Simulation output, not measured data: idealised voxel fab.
process module | voxel capacitor over wiring
cross-section cut | 290 nm wide | cells 5 nm
A cross-section is a grid of square cells, given in bands from the top down. A band is one or more rows of cells.
Each band's line starts with the height of the band's top and of its bottom, in nm. Then come its materials from left to right, each with its width in nm. One material with "throughout" fills the band from edge to edge. "air" is empty space.
Height 0 is the level under which the wafer as received is all one material. The lowest band goes on downwards, as in "0 down".
A width such as "30 to 40" changes by the same amount from each row of cells to the next, from the band's top row to its bottom row.
"no change" after a step means that no cell of the cross-section changed.
closed voids: empty space of 8 cells or more with no open way to the top, each as width x height at its distance from the left edge, in nm
after a step's settings: what the simulator itself notes on the step
overlay nm, on a step with a mask: how far to the right of its planned place the mask lay; to the left if negative
plan
1 op RECEIVE | material Si
2 op CONFORMAL_DEP | material SiO2 | thk nm 15
3 op DIRECTIONAL_DEP | material TiN | thk nm 5
4 op DIRECTIONAL_DEP | material W | thk nm 25
5 op DIRECTIONAL_DEP | material aC | thk nm 15
6 op PATTERN | tone cover | mask id METAL_1 | material resist | width nm 30 | pitch nm 90 | thk nm 30 | overlay nm 0
7 op DIRECTIONAL_ETCH | etch materials aC | depth nm 15
8 op STRIP | etch materials resist
9 op DIRECTIONAL_ETCH | etch materials W | depth nm 25
10 op DIRECTIONAL_ETCH | etch materials TiN | depth nm 5
11 op STRIP | etch materials aC
12 op FILL_DEP | material SiO2 | thk nm 5
13 op CMP | height nm 45
14 op CONFORMAL_DEP | material SiCN | thk nm 5
15 op DIRECTIONAL_DEP | material lowk | thk nm 20
16 op MASKED_ETCH | tone open | mask id PLUG_1 | width nm 15 | etch materials lowk | depth nm 20 | overlay nm 0
17 op MASKED_ETCH | tone open | mask id PLUG_1 | width nm 15 | etch materials SiCN | depth nm 5 | overlay nm -15
18 op CONFORMAL_DEP | material TiN | thk nm 5
19 op FILL_DEP | material W | thk nm 10
20 op CMP | height nm 70
21 op DIRECTIONAL_DEP | material TiN | thk nm 10
22 op DIRECTIONAL_DEP | material Al2O3 | thk nm 5
23 op DIRECTIONAL_DEP | material TiN | thk nm 10
24 op DIRECTIONAL_DEP | material aC | thk nm 15
25 op PATTERN | tone cover | mask id UPPER_PLATE | material resist | width nm 65 | thk nm 35 | overlay nm 0
26 op DIRECTIONAL_ETCH | etch materials aC | depth nm 15
27 op STRIP | etch materials resist
28 op DIRECTIONAL_ETCH | etch materials TiN | depth nm 10
29 op DIRECTIONAL_ETCH | etch materials Al2O3 | depth nm 5
30 op STRIP | etch materials aC
31 op PATTERN | tone cover | mask id LOWER_PLATE | material resist | width nm 75 | thk nm 15 | overlay nm 0
32 op DIRECTIONAL_ETCH | etch materials TiN | depth nm 10
33 op STRIP | etch materials resist
34 op FILL_DEP | material SiO2 | thk nm 15
35 op CMP | height nm 105
36 op MASKED_ETCH | tone open | mask id PLUG_2 | width nm 15 | etch materials SiO2 | depth nm 10 | overlay nm 0
37 op CONFORMAL_DEP | material TiN | thk nm 5
38 op FILL_DEP | material Cu | thk nm 5
39 op CMP | height nm 105
40 op CONFORMAL_DEP | material SiCN | thk nm 5
varied across the wafers: overlay nm of step 17. The plan shows the first wafer's value. All wafers start alike
first wafer as received, after step 1
  0 down: Si throughout
  closed voids: none
each wafer at the end: cells of each material gained (+) or lost (-) since it was received, then its closed voids
overlay nm -15 | +13 Al2O3 | +1 Cu | +116 SiCN | +781 SiO2 | +82 TiN | +63 W | +220 lowk | closed voids: none
overlay nm -10 | +13 Al2O3 | +1 Cu | +115 SiCN | +781 SiO2 | +83 TiN | +63 W | +220 lowk | closed voids: none
overlay nm -5 | +13 Al2O3 | +1 Cu | +114 SiCN | +781 SiO2 | +84 TiN | +63 W | +220 lowk | closed voids: none
overlay nm 0 | +13 Al2O3 | +1 Cu | +113 SiCN | +781 SiO2 | +84 TiN | +64 W | +220 lowk | closed voids: none
overlay nm 5 | +13 Al2O3 | +1 Cu | +114 SiCN | +781 SiO2 | +84 TiN | +63 W | +220 lowk | closed voids: none
overlay nm 10 | +13 Al2O3 | +1 Cu | +115 SiCN | +781 SiO2 | +83 TiN | +63 W | +220 lowk | closed voids: none
overlay nm 15 | +13 Al2O3 | +1 Cu | +116 SiCN | +781 SiO2 | +82 TiN | +63 W | +220 lowk | closed voids: none
